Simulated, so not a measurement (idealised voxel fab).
Name of the process module below: voxel wiring stack
The cross-section on display is named cut; it measures 250 nm wide, and its cells are 5 nm squares.
This document writes a cross-section as a grid whose cells are square, and gives it as bands, listed from the top down; one or more rows of cells form a band. Each band's line starts with the height of the band's top and of its bottom, in nm. Then come its materials from left to right, each with its width in nm. One material with "edge to edge" fills the band from edge to edge. "empty" is empty space. We count height from 0. Below that, the starting wafer is all one material. The lowest band never ends at the bottom but goes on down; see "0 and below" for how that is written. Width spec "30->40" -> top row of cells at first value, bottom row at second value, equal per-row change in between. Where the words "everything unchanged" appear for a step, the cross-section shows no cell changed by that step; every cell remained as before. The entry "Closed cavities" lists the empty spaces that cover at least 8 cells and have no open path to the top. Each is written as width x height at distance, where the distance is measured from the left edge and all three values are in nm. Formally, on a step line, whatever follows the settings is a remark that the simulator itself makes on the step. Each step line may optionally specify "overlay nm", which for a step with a mask gives the rightward distance between the mask's planned place and where it lay, a negative value indicating the leftward direction.
Listed below are the process steps as planned
1,RECEIVE: material Si
2,CONFORMAL_DEP: material SiO2, thk nm 15
3,CONFORMAL_DEP: material SiN, thk nm 5
4,DIRECTIONAL_DEP: material lowk, thk nm 20
5,MASKED_ETCH: tone open, mask id METAL_1, width nm 30, pitch nm 60, etch materials lowk, depth nm 20, overlay nm 0
6,MASKED_ETCH: tone open, mask id METAL_1, width nm 30, pitch nm 60, etch materials SiN, depth nm 5, overlay nm 0
7,CONFORMAL_DEP: material TiN, thk nm 5
8,FILL_DEP: material Cu, thk nm 10
9,CMP: height nm 40
10,CONFORMAL_DEP: material SiCN, thk nm 5
11,DIRECTIONAL_DEP: material lowk, thk nm 20
12,PATTERN: tone open, mask id PLUG_1, material resist, width nm 15, pitch nm 60, thk nm 15, overlay nm 0
13,DIRECTIONAL_ETCH: etch materials lowk, depth nm 20
14,DIRECTIONAL_ETCH: etch materials SiCN, depth nm 5
15,STRIP: etch materials resist
16,CONFORMAL_DEP: material TiN, thk nm 5
17,FILL_DEP: material Ru, thk nm 5
18,CMP: height nm 65
19,CONFORMAL_DEP: material SiN, thk nm 5
20,DIRECTIONAL_DEP: material SiO2, thk nm 15
21,DIRECTIONAL_DEP: material aC, thk nm 15
22,PATTERN: tone open, mask id METAL_2, material resist, width nm 30, pitch nm 60, thk nm 35, overlay nm 0
23,DIRECTIONAL_ETCH: etch materials aC, depth nm 15
24,STRIP: etch materials resist
25,DIRECTIONAL_ETCH: etch materials SiO2, depth nm 15
26,DIRECTIONAL_ETCH: etch materials SiN, depth nm 5
27,STRIP: etch materials aC
28,CONFORMAL_DEP: material TiN, thk nm 5
29,FILL_DEP: material Cu, thk nm 5
30,CMP: height nm 85
31,CONFORMAL_DEP: material SiN, thk nm 5
This is the cross-section of the wafer as we received it, i.e. after step 1
	0 and below: Si edge to edge
	Closed cavities: none
Final cross-section, module run with one mistake (start and plan as above)
	90 down to 85: Ru edge to edge
	85 down to 70: SiO2=50 | TiN=5 | Cu=20 | TiN=5 | SiO2=30 | TiN=5 | Cu=20 | TiN=5 | SiO2=30 | TiN=5 | Cu=20 | TiN=5 | SiO2=50
	70 down to 65: SiN=50 | TiN=30 | SiN=30 | TiN=30 | SiN=30 | TiN=30 | SiN=50
	65 down to 45: lowk=50 | TiN=5 | Ru=5 | TiN=5 | lowk=45 | TiN=5 | Ru=5 | TiN=5 | lowk=45 | TiN=5 | Ru=5 | TiN=5 | lowk=65
	45 down to 40: SiCN=50 | TiN=15 | SiCN=45 | TiN=15 | SiCN=45 | TiN=15 | SiCN=65
	40 down to 20: lowk=50 | TiN=5 | Cu=20 | TiN=5 | lowk=30 | TiN=5 | Cu=20 | TiN=5 | lowk=30 | TiN=5 | Cu=20 | TiN=5 | lowk=50
	20 down to 15: SiN=50 | TiN=30 | SiN=30 | TiN=30 | SiN=30 | TiN=30 | SiN=50
	15 down to 0: SiO2 edge to edge
	0 and below: Si edge to edge
	Closed cavities: none
It is concluded that the wafer was processed incorrectly with respect to the plan, in that rather than as planned, step 31 actually ran as CONFORMAL_DEP: material Ru, thk nm 5
